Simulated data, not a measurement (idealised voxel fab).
This is a process module. Its name is voxel capacitor over wiring.
cross-section cut | 275 nm wide | cells 5 nm
Reading order for cross-sections: top band down to bottom band. Underlying form: a grid of square cells. Band size: one or more rows of cells. Band entry format. Leading values: height of top, height of bottom, nm. Remainder: materials in left-to-right order, each with its width in nm. Special words: "all across" on a single material, which then fills the band edge to edge; "blank", empty space. Height datum 0, below which the as-received substrate wafer is one material. Lowest band open at the bottom, running downward: "z 0 and below". When a width is written as two numbers, as in "30..40", the first number is the width in the top row of cells of the band and the second is the width in its bottom row, and the width changes by the same amount from each row to the next. "remains unaltered" means the step left every cell of the cross-section as it was. The list in "Closed empty spaces" covers empty spaces of 8 cells or more that cannot reach the top through any open way, and it gives each as width x height at distance; the distance is from the left edge, and width, height and distance are in nm. Read whatever lies past the settings on a step's line as the simulator's own remark about the step. The line of a step may include "overlay nm". On a step with a mask, this value is how far to the right of its planned place the mask lay. A negative value means the mask lay to the left.

Here's what the planned process steps look like
1,op RECEIVE | material Si
2,op CONFORMAL_DEP | material SiO2 | thk nm 15
3,op DIRECTIONAL_DEP | material TiN | thk nm 5
4,op DIRECTIONAL_DEP | material W | thk nm 20
5,op MASKED_ETCH | tone cover | mask id METAL_1 | width nm 30 | pitch nm 95 | etch materials W | depth nm 20 | overlay nm 0
6,op MASKED_ETCH | tone cover | mask id METAL_1 | width nm 30 | pitch nm 95 | etch materials TiN | depth nm 5 | overlay nm 0
7,op CONFORMAL_DEP | material SiCN | thk nm 5
8,op FILL_DEP | material lowk | thk nm 10
9,op CMP | height nm 40
10,op CONFORMAL_DEP | material SiCN | thk nm 5
11,op DIRECTIONAL_DEP | material SiO2 | thk nm 15
12,op PATTERN | tone open | mask id PLUG_1 | material resist | width nm 15 | thk nm 20 | overlay nm 0
13,op DIRECTIONAL_ETCH | etch materials SiO2 | depth nm 15
14,op DIRECTIONAL_ETCH | etch materials SiCN | depth nm 5
15,op STRIP | etch materials resist
16,op CONFORMAL_DEP | material TiN | thk nm 5
17,op FILL_DEP | material Cu | thk nm 5
18,op CMP | height nm 60
19,op DIRECTIONAL_DEP | material TiN | thk nm 5
20,op DIRECTIONAL_DEP | material Al2O3 | thk nm 5
21,op DIRECTIONAL_DEP | material TiN | thk nm 10
22,op DIRECTIONAL_DEP | material aC | thk nm 10
23,op PATTERN | tone cover | mask id UPPER_PLATE | material resist | width nm 70 | thk nm 30 | overlay nm 0
24,op DIRECTIONAL_ETCH | etch materials aC | depth nm 10
25,op STRIP | etch materials resist
26,op DIRECTIONAL_ETCH | etch materials TiN | depth nm 10
27,op DIRECTIONAL_ETCH | etch materials Al2O3 | depth nm 5
28,op STRIP | etch materials aC
29,op MASKED_ETCH | tone cover | mask id LOWER_PLATE | width nm 80 | etch materials TiN | depth nm 5 | overlay nm 0
30,op FILL_DEP | material SiO2 | thk nm 20
31,op CMP | height nm 95
32,op DIRECTIONAL_DEP | material aC | thk nm 10
33,op PATTERN | tone open | mask id PLUG_2 | material resist | width nm 15 | thk nm 30 | overlay nm 0
34,op DIRECTIONAL_ETCH | etch materials aC | depth nm 10
35,op STRIP | etch materials resist
36,op DIRECTIONAL_ETCH | etch materials SiO2 | depth nm 15
37,op STRIP | etch materials aC
38,op CONFORMAL_DEP | material TiN | thk nm 5
39,op FILL_DEP | material Ru | thk nm 5
40,op CMP | height nm 95
41,op CONFORMAL_DEP | material SiCN | thk nm 5

This is the cross-section of the wafer as we received it, i.e. after step 1
* z 0 and below: Si all across
* Closed empty spaces: none

End-of-module cross-section. Starting structure and process plan as above; one mistake made in running it
* z 100 to 95: SiCN all across
* z 95 to 85: 100 SiO2 | 5 TiN | 5 Ru | 5 TiN | 160 SiO2
* z 85 to 80: 100 SiO2 | 15 TiN | 160 SiO2
* z 80 to 70: 90 SiO2 | 70 TiN | 115 SiO2
* z 70 to 65: 90 SiO2 | 70 Al2O3 | 115 SiO2
* z 65 to 60: 85 SiO2 | 80 TiN | 110 SiO2
* z 60 to 45: 90 SiO2 | 5 Al2O3 | 5 Cu | 5 Al2O3 | 170 SiO2
* z 45 to 40: 90 SiCN | 15 Al2O3 | 170 SiCN
* z 40 to 20: 70 lowk | 5 SiCN | 30 W | 5 SiCN | 55 lowk | 5 SiCN | 30 W | 5 SiCN | 70 lowk
* z 20 to 15: 75 SiCN | 30 TiN | 65 SiCN | 30 TiN | 75 SiCN
* z 15 to 0: SiO2 all across
* z 0 and below: Si all across
* Closed empty spaces: none
Which mistake was made when the wafer was run? step 16 went in with a setting other than planned; the actual run was op CONFORMAL_DEP | material Al2O3 | thk nm 5
